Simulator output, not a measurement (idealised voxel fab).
Title: Process Module voxel ribs on slabs
Displayed cross-section: cut, width of 290 nm, square cells sized 5 nm.
We lay out every cross-section as a grid of square cells and spell it out in bands from the top down, where one band means one or more rows of cells. Top height, bottom height, nm. Materials left to right, width each, nm. Single material + "throughout" = fills band edge to edge. "empty" = empty. A quick word on heights: they are counted from 0, and under that level the wafer as it came to us is one material throughout. The lowest band is different from the rest in having no bottom; it simply continues downward, written as in "0..down". Per-row width for "30 to 40": begins at first number (top row of band), ends at second number (bottom row), increment between rows held constant. Where a step carries "nothing different", the cross-section came out of it unchanged, cell for cell. Any empty space of 8 cells or more lacking an open way to the top shows up in "Sealed voids" as width x height at distance, distance from the left edge, in nm. Whatever follows a step's settings on its line is a remark the simulator itself makes about that step. The line of a step may include "overlay nm". On a step with a mask, this value is how far to the right of its planned place the mask lay. A negative value means the mask lay to the left.
# Here's what the planned process steps look like
step 1: RECEIVE (material Si)
step 2: DIRECTIONAL_DEP (material SiO2; thk nm 20)
step 3: DIRECTIONAL_DEP (material polySi; thk nm 25)
step 4: DIRECTIONAL_DEP (material aC; thk nm 10)
step 5: PATTERN (tone cover; mask id RIB; material resist; width nm 20; thk nm 25; overlay nm 0)
step 6: DIRECTIONAL_ETCH (etch materials aC; depth nm 10)
step 7: STRIP (etch materials resist)
step 8: DIRECTIONAL_ETCH (etch materials polySi; depth nm 5)
step 9: STRIP (etch materials aC)
step 10: PATTERN (tone cover; mask id SLAB; material resist; width nm 70; thk nm 15; overlay nm 0)
step 11: DIRECTIONAL_ETCH (etch materials polySi; depth nm 20)
step 12: STRIP (etch materials resist)
step 13: FILL_DEP (material SiO2; thk nm 30)
step 14: CMP (height nm 65)
step 15: DIRECTIONAL_DEP (material W; thk nm 5)
step 16: MASKED_ETCH (tone cover; mask id HEATER; width nm 30; etch materials W; depth nm 5; overlay nm 0)
step 17: CONFORMAL_DEP (material SiO2; thk nm 5)
# Delivered wafer in cross-section: state after step 1
0..down = Si throughout
Sealed voids: none
# Final wafer profile in cross-section after the module, from the same start and plan as above, with one mistake made during processing
75..70 = empty=130, then SiO2=30, then empty=130
70..65 = SiO2=135, then W=20, then SiO2=135
65..45 = SiO2 throughout
45..40 = SiO2=135, then polySi=20, then SiO2=135
40..20 = SiO2=110, then polySi=70, then SiO2=110
20..0 = SiO2 throughout
0..down = Si throughout
Sealed voids: none
It is concluded that the wafer was processed incorrectly with respect to the plan, in that the process deviated at step 16: the operation and settings actually run there were MASKED_ETCH (tone cover; mask id HEATER; width nm 20; etch materials W; depth nm 5; overlay nm 0)
